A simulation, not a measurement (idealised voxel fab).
You're looking at the process module voxel ribs on slabs.
Shown is cross-section cut, with a width of 250 nm and square cells of size 5 nm.
A cross-section in this document is a grid of square cells, and it is written down as bands, the top band listed before the ones below it; a band is made up of one or more rows of cells. Read a band's entry like this: the first values are the height of its top and the height of its bottom in nm, and what follows is the sequence of materials from left to right, each with its width in nm. Note that "air" is empty space, and that a single material marked "throughout" reaches across the band from edge to edge. Note: height 0 marks the level under which the wafer is uniformly one material as received. Lowest band unbounded below, written "0..down". When a width is written as two numbers, as in "30..40", the first number is the width in the top row of cells of the band and the second is the width in its bottom row, and the width changes by the same amount from each row to the next. "changes: none" -> step changed no cross-section cell. Heads up: "Sealed internal voids" only lists the empty pockets with no open path to the top that are 8 cells or more, and it writes them as width x height at distance, distance from the left edge, in nm. Heads up: the bit after the settings on a step's line is the simulator's remark on that step. overlay nm: mask right of planned place by this much (step with mask). Neg. = left.
### The following list gives the planned process steps
step 1: RECEIVE [material Si]
step 2: DIRECTIONAL_DEP [material SiO2] [thk nm 25]
step 3: DIRECTIONAL_DEP [material SiN] [thk nm 25]
step 4: MASKED_ETCH [tone cover] [mask id RIB] [width nm 15] [etch materials SiN] [depth nm 20] [overlay nm 0]
step 5: DIRECTIONAL_DEP [material aC] [thk nm 10]
step 6: PATTERN [tone cover] [mask id SLAB] [material resist] [width nm 55] [thk nm 25] [overlay nm 0]
step 7: DIRECTIONAL_ETCH [etch materials aC] [depth nm 10]
step 8: STRIP [etch materials resist]
step 9: DIRECTIONAL_ETCH [etch materials SiN] [depth nm 5]
step 10: STRIP [etch materials aC]
step 11: FILL_DEP [material SiO2] [thk nm 25]
step 12: CMP [height nm 65]
step 13: DIRECTIONAL_DEP [material TiN] [thk nm 10]
step 14: MASKED_ETCH [tone cover] [mask id HEATER] [width nm 25] [etch materials TiN] [depth nm 10] [overlay nm 0]
step 15: CONFORMAL_DEP [material SiN] [thk nm 5]
### Concerning the first of two wafers, which was run in accordance with the plan
### Shown in cross-section is the wafer as received, that is, as it stands after step 1
> 0..down: Si throughout
> Sealed internal voids: none
### Take a look at the wafer's cross-section after step 2
> 25..0: SiO2 throughout
> No changes below 0.
### Take a look at the wafer's cross-section after step 3
> 50..25: SiN throughout
> No changes below 25.
### Take a look at the wafer's cross-section after step 4
> 50..30: 115 nm air / 15 nm SiN / 120 nm air
> No changes below 30.
### Take a look at the wafer's cross-section after step 5
> 60..50: 115 nm air / 15 nm aC / 120 nm air
> 50..40: 115 nm air / 15 nm SiN / 120 nm air
> 40..30: 115 nm aC / 15 nm SiN / 120 nm aC
> No changes below 30.
### Take a look at the wafer's cross-section after step 6
> 85..60: 95 nm air / 55 nm resist / 100 nm air
> 60..50: 95 nm air / 20 nm resist / 15 nm aC / 20 nm resist / 100 nm air
> 50..40: 95 nm air / 20 nm resist / 15 nm SiN / 20 nm resist / 100 nm air
> No changes below 40.
### Take a look at the wafer's cross-section after step 7
> 75..60: 95 nm air / 55 nm resist / 100 nm air
> 60..50: 95 nm air / 20 nm resist / 15 nm aC / 20 nm resist / 100 nm air
> 50..40: 95 nm air / 20 nm resist / 15 nm SiN / 20 nm resist / 100 nm air
> 40..30: 95 nm air / 20 nm aC / 15 nm SiN / 20 nm aC / 100 nm air
> No changes below 30.
### Take a look at the wafer's cross-section after step 8
> 60..50: 115 nm air / 15 nm aC / 120 nm air
> 50..40: 115 nm air / 15 nm SiN / 120 nm air
> No changes below 40.
### Take a look at the wafer's cross-section after step 9
> 60..50: 115 nm air / 15 nm aC / 120 nm air
> 50..40: 115 nm air / 15 nm SiN / 120 nm air
> 40..30: 95 nm air / 20 nm aC / 15 nm SiN / 20 nm aC / 100 nm air
> 30..25: 95 nm air / 55 nm SiN / 100 nm air
> No changes below 25.
### Take a look at the wafer's cross-section after step 10
> 50..30: 115 nm air / 15 nm SiN / 120 nm air
> No changes below 30.
### Take a look at the wafer's cross-section after step 11
> 75..50: SiO2 throughout
> 50..30: 115 nm SiO2 / 15 nm SiN / 120 nm SiO2
> 30..25: 95 nm SiO2 / 55 nm SiN / 100 nm SiO2
> No changes below 25.
### Take a look at the wafer's cross-section after step 12
> 65..50: SiO2 throughout
> No changes below 50.
### Take a look at the wafer's cross-section after step 13
> 75..65: TiN throughout
> No changes below 65.
### Take a look at the wafer's cross-section after step 14
> 75..65: 110 nm air / 25 nm TiN / 115 nm air
> No changes below 65.
### Take a look at the wafer's cross-section after step 15
> 80..75: 105 nm air / 35 nm SiN / 110 nm air
> 75..70: 105 nm air / 5 nm SiN / 25 nm TiN / 5 nm SiN / 110 nm air
> 70..65: 110 nm SiN / 25 nm TiN / 115 nm SiN
> No changes below 65.
### The Second Wafer: Common Origin and Plan, One Mistake in Execution, Identical to the First Through Step 2
### Cross-section of the second wafer at the time step 3 of the plan should have ended
> 50..25: TiN throughout
> No changes below 25.
Cross-section of the second wafer at the time step 4 of the plan should have ended: changes: none
### Cross-section of the second wafer at the time step 5 of the plan should have ended
> 60..50: aC throughout
> No changes below 50.
### Cross-section of the second wafer at the time step 6 of the plan should have ended
> 85..60: 95 nm air / 55 nm resist / 100 nm air
> No changes below 60.
### Cross-section of the second wafer at the time step 7 of the plan should have ended
> 75..60: 95 nm air / 55 nm resist / 100 nm air
> 60..50: 95 nm air / 55 nm aC / 100 nm air
> No changes below 50.
### Cross-section of the second wafer at the time step 8 of the plan should have ended
> 60..50: 95 nm air / 55 nm aC / 100 nm air
> No changes below 50.
Cross-section of the second wafer at the time step 9 of the plan should have ended: changes: none
### Cross-section of the second wafer at the time step 10 of the plan should have ended
> 50..25: TiN throughout
> No changes below 25.
### Cross-section of the second wafer at the time step 11 of the plan should have ended
> 75..50: SiO2 throughout
> No changes below 50.
### Cross-section of the second wafer at the time step 12 of the plan should have ended
> 65..50: SiO2 throughout
> No changes below 50.
### Cross-section of the second wafer at the time step 13 of the plan should have ended
> 75..65: TiN throughout
> No changes below 65.
### Cross-section of the second wafer at the time step 14 of the plan should have ended
> 75..65: 110 nm air / 25 nm TiN / 115 nm air
> No changes below 65.
### Cross-section of the second wafer at the time step 15 of the plan should have ended
> 80..75: 105 nm air / 35 nm SiN / 110 nm air
> 75..70: 105 nm air / 5 nm SiN / 25 nm TiN / 5 nm SiN / 110 nm air
> 70..65: 110 nm SiN / 25 nm TiN / 115 nm SiN
> No changes below 65.
What broke from the plan during processing? step 3: run off-plan, actual operation and settings DIRECTIONAL_DEP [material TiN] [thk nm 25]
Final cells, second wafer relative to first, materials higher or lower: -23 SiN; -227 SiO2; +250 TiN
